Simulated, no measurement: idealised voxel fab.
Herein follows the process module entitled voxel tone inversion.
Cross-section cut spans 275 nm and uses square cells 5 nm in size.
Think of the cross-section as a grid of square cells. We describe it in bands, top to bottom, and each band covers one or more rows of those cells. First you get the band's top height and its bottom height, in nm, and then the materials it's made of, left to right, with each width in nm. If you see a single material with "full width", that one covers the band edge to edge. "air" is empty space. For the purposes of this specification, 0 denotes the height below which the wafer in its as-received condition is composed wholly of one material, and the lowermost band, lacking a lower limit, extends downward without end, as expressed in "top 0, no bottom". You'd read "30..40" like this: the band's top row of cells is as wide as the first number, its bottom row is as wide as the second, and going down, every row changes width by the same amount as the row before did. The cross-section has no changed cell in any step marked "nothing different". "Enclosed void list" lists enclosed empty spaces (at least 8 cells, no open path upward to the top), each as width x height at distance from the left edge, in nm. Text after the settings on a step's line: the simulator's own remark on that step. overlay nm: mask right of planned place by this much (step with mask). Neg. = left.
This section lists the process steps that were planned:
| 1 | RECEIVE,material Si |
| 2 | CONFORMAL_DEP,material SiCN,thk nm 5 |
| 3 | DIRECTIONAL_DEP,material aC,thk nm 25 |
| 4 | PATTERN,tone cover,mask id POSTS,material resist,width nm 15,pitch nm 35,thk nm 35,overlay nm 0 |
| 5 | DIRECTIONAL_ETCH,etch materials aC,depth nm 25 |
| 6 | STRIP,etch materials resist |
| 7 | FILL_DEP,material lowk,thk nm 10 |
| 8 | CMP,height nm 30 |
| 9 | STRIP,etch materials aC |
Below: the first of two wafers, run as planned:
As-received state of the wafer in cross-section, equivalent to post-step 1:
top 0, no bottom = Si full width
Enclosed void list: none
The wafer in cross-section once step 2 is complete:
top 5, bottom 0 = SiCN full width
Everything below 0 is unchanged.
The wafer in cross-section once step 3 is complete:
top 30, bottom 5 = aC full width
Everything below 5 is unchanged.
The wafer in cross-section once step 4 is complete:
top 65, bottom 30 = air=75  resist=15  air=20  resist=15  air=20  resist=15  air=20  resist=15  air=80
Everything below 30 is unchanged.
The wafer in cross-section once step 5 is complete:
top 40, bottom 30 = air=75  resist=15  air=20  resist=15  air=20  resist=15  air=20  resist=15  air=80
top 30, bottom 5 = air=75  aC=15  air=20  aC=15  air=20  aC=15  air=20  aC=15  air=80
Everything below 5 is unchanged.
The wafer in cross-section once step 6 is complete:
top 30, bottom 5 = air=75  aC=15  air=20  aC=15  air=20  aC=15  air=20  aC=15  air=80
Everything below 5 is unchanged.
The wafer in cross-section once step 7 is complete:
top 40, bottom 30 = lowk full width
top 30, bottom 5 = lowk=75  aC=15  lowk=20  aC=15  lowk=20  aC=15  lowk=20  aC=15  lowk=80
Everything below 5 is unchanged.
The wafer in cross-section once step 8 is complete:
top 30, bottom 5 = lowk=75  aC=15  lowk=20  aC=15  lowk=20  aC=15  lowk=20  aC=15  lowk=80
Everything below 5 is unchanged.
The wafer in cross-section once step 9 is complete:
top 30, bottom 5 = lowk=75  air=15  lowk=20  air=15  lowk=20  air=15  lowk=20  air=15  lowk=80
Everything below 5 is unchanged.
Companion wafer, the second of two: same beginning, same intended sequence, one mistake in carrying it out; through step 1 inclusive it tracks the first exactly:
Cross-section of the second wafer corresponding to the planned conclusion of step 2: nothing different
Cross-section of the second wafer corresponding to the planned conclusion of step 3:
top 25, bottom 0 = aC full width
Everything below 0 is unchanged.
Cross-section of the second wafer corresponding to the planned conclusion of step 4:
top 60, bottom 25 = air=75  resist=15  air=20  resist=15  air=20  resist=15  air=20  resist=15  air=80
Everything below 25 is unchanged.
Cross-section of the second wafer corresponding to the planned conclusion of step 5:
top 35, bottom 25 = air=75  resist=15  air=20  resist=15  air=20  resist=15  air=20  resist=15  air=80
top 25, bottom 0 = air=75  aC=15  air=20  aC=15  air=20  aC=15  air=20  aC=15  air=80
Everything below 0 is unchanged.
Cross-section of the second wafer corresponding to the planned conclusion of step 6:
top 25, bottom 0 = air=75  aC=15  air=20  aC=15  air=20  aC=15  air=20  aC=15  air=80
Everything below 0 is unchanged.
Cross-section of the second wafer corresponding to the planned conclusion of step 7:
top 35, bottom 25 = lowk full width
top 25, bottom 0 = lowk=75  aC=15  lowk=20  aC=15  lowk=20  aC=15  lowk=20  aC=15  lowk=80
Everything below 0 is unchanged.
Cross-section of the second wafer corresponding to the planned conclusion of step 8:
top 30, bottom 25 = lowk full width
Everything below 25 is unchanged.
Cross-section of the second wafer corresponding to the planned conclusion of step 9: nothing different
Error vs. plan: step 2 of the plan was omitted and not executed
Bottom line after processing is that, in cells, the second wafer is up or down on some materials versus the first: SiCN: 55 fewer, aC: 60 more, lowk: 55 more
